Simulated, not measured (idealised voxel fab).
process module | voxel self aligned contacts
cross-section cut | 215 nm wide | cells 5 nm
A cross-section is a grid of square cells, given in bands from the top down. A band is one or more rows of cells.
Each band's line starts with the height of the band's top and of its bottom, in nm. Then come its materials from left to right, each with its width in nm. One material with "throughout" fills the band from edge to edge. "air" is empty space.
Height 0 is the level under which the wafer as received is all one material. The lowest band goes on downwards, as in "0 down".
A width such as "30 to 40" changes by the same amount from each row of cells to the next, from the band's top row to its bottom row.
"no change" after a step means that no cell of the cross-section changed.
closed voids: empty space of 8 cells or more with no open way to the top, each as width x height at its distance from the left edge, in nm
after a step's settings: what the simulator itself notes on the step
overlay nm, on a step with a mask: how far to the right of its planned place the mask lay; to the left if negative
plan
1 op RECEIVE | material Si
2 op OXIDIZE | depth nm 5
3 op DIRECTIONAL_DEP | material polySi | thk nm 20
4 op DIRECTIONAL_DEP | material SiN | thk nm 20
5 op MASKED_ETCH | tone cover | mask id GATE | width nm 30 | pitch nm 55 | etch materials SiN | depth nm 20 | overlay nm 0
6 op MASKED_ETCH | tone cover | mask id GATE | width nm 30 | pitch nm 55 | etch materials polySi | depth nm 20 | overlay nm 0
7 op CONFORMAL_DEP | material SiN | thk nm 5
8 op DIRECTIONAL_ETCH | etch materials SiN | depth nm 5
9 op FILL_DEP | material SiO2 | thk nm 15
10 op CMP | height nm 50
11 op MASKED_ETCH | tone open | mask id CONTACT | width nm 35 | etch materials SiO2 | depth nm 55 | overlay nm 0
12 op CONFORMAL_DEP | material TiN | thk nm 5
13 op FILL_DEP | material Ru | thk nm 10
14 op CMP | height nm 50
15 op CONFORMAL_DEP | material SiCN | thk nm 5
as received, after step 1
  0 down: Si throughout
  closed voids: none
a wafer at the end: this start, this plan, one mistake
  70 to 65: SiCN throughout
  65 to 55: Ru throughout
  55 to 50: TiN 95 | Ru 25 | TiN 95
  50 to 40: SiO2 90 | TiN 5 to 15 | Ru 25 to 5 | TiN 5 to 15 | SiO2 90
  40 to 20: SiO2 60 | SiN 40 | TiN 5 | Ru 5 | TiN 5 | SiN 40 | SiO2 60
  20 to 0: SiO2 60 | SiN 5 | polySi 30 | SiN 5 | TiN 5 | Ru 5 | TiN 5 | SiN 5 | polySi 30 | SiN 5 | SiO2 60
  0 to -5: SiO2 100 | TiN 15 | SiO2 100
  -5 down: Si throughout
  closed voids: none
what went wrong: step 14 was left out
